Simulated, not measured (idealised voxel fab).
process module | voxel wiring stack
cross-section cut | 190 nm wide | cells 5 nm
A cross-section is a grid of square cells, given in bands from the top down. A band is one or more rows of cells.
Each band's line starts with the height of the band's top and of its bottom, in nm. Then come its materials from left to right, each with its width in nm. One material with "throughout" fills the band from edge to edge. "air" is empty space.
Height 0 is the level under which the wafer as received is all one material. The lowest band goes on downwards, as in "0 down".
A width such as "30 to 40" changes by the same amount from each row of cells to the next, from the band's top row to its bottom row.
"no change" after a step means that no cell of the cross-section changed.
closed voids: empty space of 8 cells or more with no open way to the top, each as width x height at its distance from the left edge, in nm
after a step's settings: what the simulator itself notes on the step
overlay nm, on a step with a mask: how far to the right of its planned place the mask lay; to the left if negative
plan
1 op RECEIVE | material Si
2 op CONFORMAL_DEP | material SiO2 | thk nm 15
3 op CONFORMAL_DEP | material SiN | thk nm 5
4 op DIRECTIONAL_DEP | material lowk | thk nm 25
5 op PATTERN | tone open | mask id METAL_1 | material resist | width nm 20 | pitch nm 40 | thk nm 15 | overlay nm 0
6 op DIRECTIONAL_ETCH | etch materials lowk | depth nm 25
7 op DIRECTIONAL_ETCH | etch materials SiN | depth nm 5
8 op STRIP | etch materials resist
9 op CONFORMAL_DEP | material TiN | thk nm 5
10 op FILL_DEP | material W | thk nm 10
11 op CMP | height nm 45
12 op EPI | material Ru | thk nm 5
13 op FILL_DEP | material SiCN | thk nm 5
14 op DIRECTIONAL_DEP | material lowk | thk nm 30
15 op DIRECTIONAL_DEP | material aC | thk nm 10
16 op PATTERN | tone open | mask id METAL_2 | material resist | width nm 20 | pitch nm 40 | thk nm 25 | overlay nm 0
17 op DIRECTIONAL_ETCH | etch materials aC | depth nm 10
18 op STRIP | etch materials resist
19 op DIRECTIONAL_ETCH | etch materials lowk | depth nm 20
20 op STRIP | etch materials aC
21 op PATTERN | tone open | mask id METAL_2_HOLES | material resist | width nm 15 | pitch nm 40 | thk nm 20 | overlay nm 0
22 op DIRECTIONAL_ETCH | etch materials lowk | depth nm 10
23 op DIRECTIONAL_ETCH | etch materials SiCN | depth nm 5
24 op STRIP | etch materials resist
25 op CONFORMAL_DEP | material TiN | thk nm 5
26 op FILL_DEP | material Ru | thk nm 5
27 op CMP | height nm 85
28 op CONFORMAL_DEP | material SiCN | thk nm 5
29 op DIRECTIONAL_DEP | material lowk | thk nm 15
30 op DIRECTIONAL_DEP | material aC | thk nm 15
31 op PATTERN | tone open | mask id PLUG_2 | material resist | width nm 15 | thk nm 30 | overlay nm 0
32 op DIRECTIONAL_ETCH | etch materials aC | depth nm 15
33 op STRIP | etch materials resist
34 op DIRECTIONAL_ETCH | etch materials lowk | depth nm 15
35 op DIRECTIONAL_ETCH | etch materials SiCN | depth nm 5
36 op STRIP | etch materials aC
37 op CONFORMAL_DEP | material TiN | thk nm 5
38 op FILL_DEP | material Cu | thk nm 5
39 op CMP | height nm 105
40 op CONFORMAL_DEP | material SiCN | thk nm 5
41 op DIRECTIONAL_DEP | material SiO2 | thk nm 15
42 op PATTERN | tone open | mask id METAL_3 | material resist | width nm 20 | pitch nm 40 | thk nm 20 | overlay nm 0
43 op DIRECTIONAL_ETCH | etch materials SiO2 | depth nm 15
44 op DIRECTIONAL_ETCH | etch materials SiCN | depth nm 5
45 op STRIP | etch materials resist
46 op CONFORMAL_DEP | material TiN | thk nm 5
47 op FILL_DEP | material Cu | thk nm 10
48 op CMP | height nm 125
49 op CONFORMAL_DEP | material SiN | thk nm 5
as received, after step 1
  0 down: Si throughout
  closed voids: none
a wafer at the end: this start, this plan, one mistake
  130 to 125: SiN throughout
  125 to 110: SiO2 65 | TiN 5 | Cu 10 | TiN 5 | SiO2 20 | TiN 5 | Cu 10 | TiN 5 | SiO2 65
  110 to 105: SiCN 65 | TiN 20 | SiCN 20 | TiN 20 | SiCN 65
  105 to 90: lowk 65 | TiN 5 | Cu 5 | TiN 5 | lowk 110
  90 to 85: SiCN 65 | TiN 15 | SiCN 110
  85 to 55: SiN throughout
  55 to 50: SiCN throughout
  50 to 45: SiCN 60 | Ru 30 | SiCN 10 | Ru 30 | SiCN 60
  45 to 20: lowk 65 | TiN 5 | W 10 | TiN 5 | lowk 20 | TiN 5 | W 10 | TiN 5 | lowk 65
  20 to 15: SiN 65 | TiN 20 | SiN 20 | TiN 20 | SiN 65
  15 to 0: SiO2 throughout
  0 down: Si throughout
  closed voids: none
what went wrong: step 14 ran as: op DIRECTIONAL_DEP | material SiN | thk nm 30
